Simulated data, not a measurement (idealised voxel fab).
You're looking at the process module voxel capacitor over wiring.
Xsec cut, 260 nm wide, square cell size 5 nm.
Bands, listed from the top down, are how a cross-section gets written in this document; the cross-section itself is a grid of square cells, and a band is one or more rows of them.
Within each band entry, the heights of the top and of the bottom of the band appear first, in that order and in nm; the materials of the band then follow from left to right, each with its corresponding width in nm. The designation "edge to edge" on a single material indicates that it fills the band from edge to edge; the designation "blank" indicates empty space.
Counting heights begins at 0, where everything beneath is, in the wafer as received, one material. The lowest band has no bottom; it goes on downwards, as "top 0, no bottom" shows.
Read "30->40" as a graded width: first number on top, second number at the bottom, same change between each pair of neighbouring rows.
"identical to before" after a step means that no cell of the cross-section changed.
Entry "Enclosed empty spaces". Content: empty spaces with no open connection to the top, size 8 cells or greater. Each: width x height at distance. Distance: from left edge. Unit: nm.
On each step's line, the part that comes after the settings is the simulator's own comment on the step.
A step's line can hold "overlay nm"; with a mask on that step, the setting says how far right of the planned place the mask lay, while a negative setting says it lay to the left.

-- List of planned process steps
1 RECEIVE (material Si)
2 CONFORMAL_DEP (material SiO2; thk nm 15)
3 DIRECTIONAL_DEP (material TiN; thk nm 5)
4 DIRECTIONAL_DEP (material W; thk nm 25)
5 DIRECTIONAL_DEP (material aC; thk nm 10)
6 PATTERN (tone cover; mask id METAL_1; material resist; width nm 20; pitch nm 85; thk nm 25; overlay nm 0)
7 DIRECTIONAL_ETCH (etch materials aC; depth nm 10)
8 STRIP (etch materials resist)
9 DIRECTIONAL_ETCH (etch materials W; depth nm 25)
10 DIRECTIONAL_ETCH (etch materials TiN; depth nm 5)
11 STRIP (etch materials aC)
12 CONFORMAL_DEP (material SiN; thk nm 5)
13 FILL_DEP (material SiO2; thk nm 5)
14 CMP (height nm 45)
15 CONFORMAL_DEP (material SiCN; thk nm 5)
16 DIRECTIONAL_DEP (material lowk; thk nm 10)
17 MASKED_ETCH (tone open; mask id PLUG_1; width nm 15; etch materials lowk; depth nm 10; overlay nm 0)
18 MASKED_ETCH (tone open; mask id PLUG_1; width nm 15; etch materials SiCN; depth nm 5; overlay nm 0)
19 CONFORMAL_DEP (material TiN; thk nm 5)
20 FILL_DEP (material Cu; thk nm 10)
21 CMP (height nm 60)
22 DIRECTIONAL_DEP (material TiN; thk nm 10)
23 DIRECTIONAL_DEP (material HfO2; thk nm 5)
24 DIRECTIONAL_DEP (material TiN; thk nm 5)
25 DIRECTIONAL_DEP (material aC; thk nm 15)
26 PATTERN (tone cover; mask id UPPER_PLATE; material resist; width nm 70; thk nm 35; overlay nm 0)
27 DIRECTIONAL_ETCH (etch materials aC; depth nm 15)
28 STRIP (etch materials resist)
29 DIRECTIONAL_ETCH (etch materials TiN; depth nm 5)
30 DIRECTIONAL_ETCH (etch materials HfO2; depth nm 5)
31 STRIP (etch materials aC)
32 MASKED_ETCH (tone cover; mask id LOWER_PLATE; width nm 80; etch materials TiN; depth nm 10; overlay nm 0)
33 FILL_DEP (material SiO2; thk nm 20)
34 CMP (height nm 95)
35 PATTERN (tone open; mask id PLUG_2; material resist; width nm 15; thk nm 15; overlay nm 0)
36 DIRECTIONAL_ETCH (etch materials SiO2; depth nm 15)
37 STRIP (etch materials resist)
38 CONFORMAL_DEP (material TiN; thk nm 5)
39 FILL_DEP (material Cu; thk nm 5)
40 CMP (height nm 95)
41 CONFORMAL_DEP (material SiN; thk nm 5)

-- Delivered wafer in cross-section: state after step 1
* top 0, no bottom | Si edge to edge
* Enclosed empty spaces: none

-- This is how the wafer looks in cross-section once the module is done, given the starting state and plan above and one mistake in carrying the plan out
* top 100, bottom 95 | SiN edge to edge
* top 95, bottom 85 | SiO2 (90), then TiN (5), then Cu (5), then TiN (5), then SiO2 (155)
* top 85, bottom 80 | SiO2 (90), then TiN (15), then SiO2 (155)
* top 80, bottom 75 | SiO2 (80), then HfO2 (70), then SiO2 (110)
* top 75, bottom 65 | SiO2 (75), then TiN (80), then SiO2 (105)
* top 65, bottom 60 | TiN edge to edge
* top 60, bottom 50 | lowk (80), then TiN (5), then Cu (5), then TiN (5), then lowk (165)
* top 50, bottom 45 | SiCN (80), then TiN (15), then SiCN (165)
* top 45, bottom 20 | SiO2 (70), then SiN (5), then W (20), then SiN (5), then SiO2 (55), then SiN (5), then W (20), then SiN (5), then SiO2 (75)
* top 20, bottom 15 | SiN (75), then TiN (20), then SiN (65), then TiN (20), then SiN (80)
* top 15, bottom 0 | SiO2 edge to edge
* top 0, no bottom | Si edge to edge
* Enclosed empty spaces: none
Processing error: step 23 ran in the slot meant for step 24, and vice versa
